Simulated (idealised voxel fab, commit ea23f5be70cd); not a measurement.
Module name: voxel self aligned contacts (process module)
Section cut is 230 nm wide and gridded with 5 nm square cells.
Cross-section layout: square cells on a grid; listed as bands, top to bottom; a band spans one or more cell rows. For a band, the entry starts with two heights in nm, that of the top and then that of the bottom, and carries on with the band's materials in order from left to right, each alongside its width in nm; the word "everywhere" beside a single material means it fills the band edge to edge, and "blank" means empty space. All heights in this document are referenced to 0, defined as the level beneath which the wafer, as received, consists entirely of one material. The lowest band is not bounded below; it extends indefinitely downward and is written in the form "z 0 and below". You'd read "30->40" like this: the band's top row of cells is as wide as the first number, its bottom row is as wide as the second, and going down, every row changes width by the same amount as the row before did. "all unchanged" (step): cross-section cells unchanged, all of them. Heads up: "Closed void listing" only lists the empty pockets with no open path to the top that are 8 cells or more, and it writes them as width x height at distance, distance from the left edge, in nm. Whatever follows a step's settings on its line is a remark the simulator itself makes about that step. overlay nm: for a step with a mask, the amount by which the mask lay right of where it was planned; a negative amount means left of it.

Set out below are the planned steps of the process
1,RECEIVE, material Si
2,OXIDIZE, depth nm 5
3,DIRECTIONAL_DEP, material polySi, thk nm 30
4,DIRECTIONAL_DEP, material SiN, thk nm 25
5,PATTERN, tone cover, mask id GATE, material resist, width nm 30, pitch nm 65, thk nm 20, overlay nm 0
6,DIRECTIONAL_ETCH, etch materials SiN, depth nm 15
7,DIRECTIONAL_ETCH, etch materials polySi, depth nm 30
8,STRIP, etch materials resist
9,CONFORMAL_DEP, material SiN, thk nm 10
10,DIRECTIONAL_ETCH, etch materials SiN, depth nm 10
11,FILL_DEP, material SiO2, thk nm 20
12,CMP, height nm 65
13,DIRECTIONAL_DEP, material aC, thk nm 15
14,PATTERN, tone open, mask id CONTACT, material resist, width nm 45, pitch nm 65, thk nm 35, overlay nm 0
15,DIRECTIONAL_ETCH, etch materials aC, depth nm 15
16,STRIP, etch materials resist
17,DIRECTIONAL_ETCH, etch materials SiO2, depth nm 70
18,STRIP, etch materials aC
19,CONFORMAL_DEP, material TiN, thk nm 5
20,FILL_DEP, material W, thk nm 10
21,CMP, height nm 65
22,CONFORMAL_DEP, material SiCN, thk nm 5
Wafers differ in depth nm at step 6; plan lists the first wafer's value; identical starting state.

Sectional view: first of several wafers, as received, after step 1
  z 0 and below = Si everywhere
  Closed void listing: none

Quick key for the table: a row per wafer, taken at the end of the module. For each material it tells you how many cells the wafer gained (+) or lost (-) since it came in, and the closed voids come after
depth nm 15, -46 Si, +46 SiCN, +182 SiN, +132 SiO2, +34 TiN, +20 W, +276 polySi, Closed void listing: none
depth nm 20, -46 Si, +46 SiCN, +166 SiN, +142 SiO2, +38 TiN, +22 W, +276 polySi, Closed void listing: none
depth nm 25, -46 Si, +46 SiCN, +222 SiN, +206 SiO2, +70 TiN, +38 W, +108 polySi, Closed void listing: none
depth nm 30, -46 Si, +46 SiCN, +222 SiN, +206 SiO2, +70 TiN, +38 W, +108 polySi, Closed void listing: none
depth nm 35, -46 Si, +46 SiCN, +222 SiN, +206 SiO2, +70 TiN, +38 W, +108 polySi, Closed void listing: none
depth nm 40, -46 Si, +46 SiCN, +222 SiN, +206 SiO2, +70 TiN, +38 W, +108 polySi, Closed void listing: none
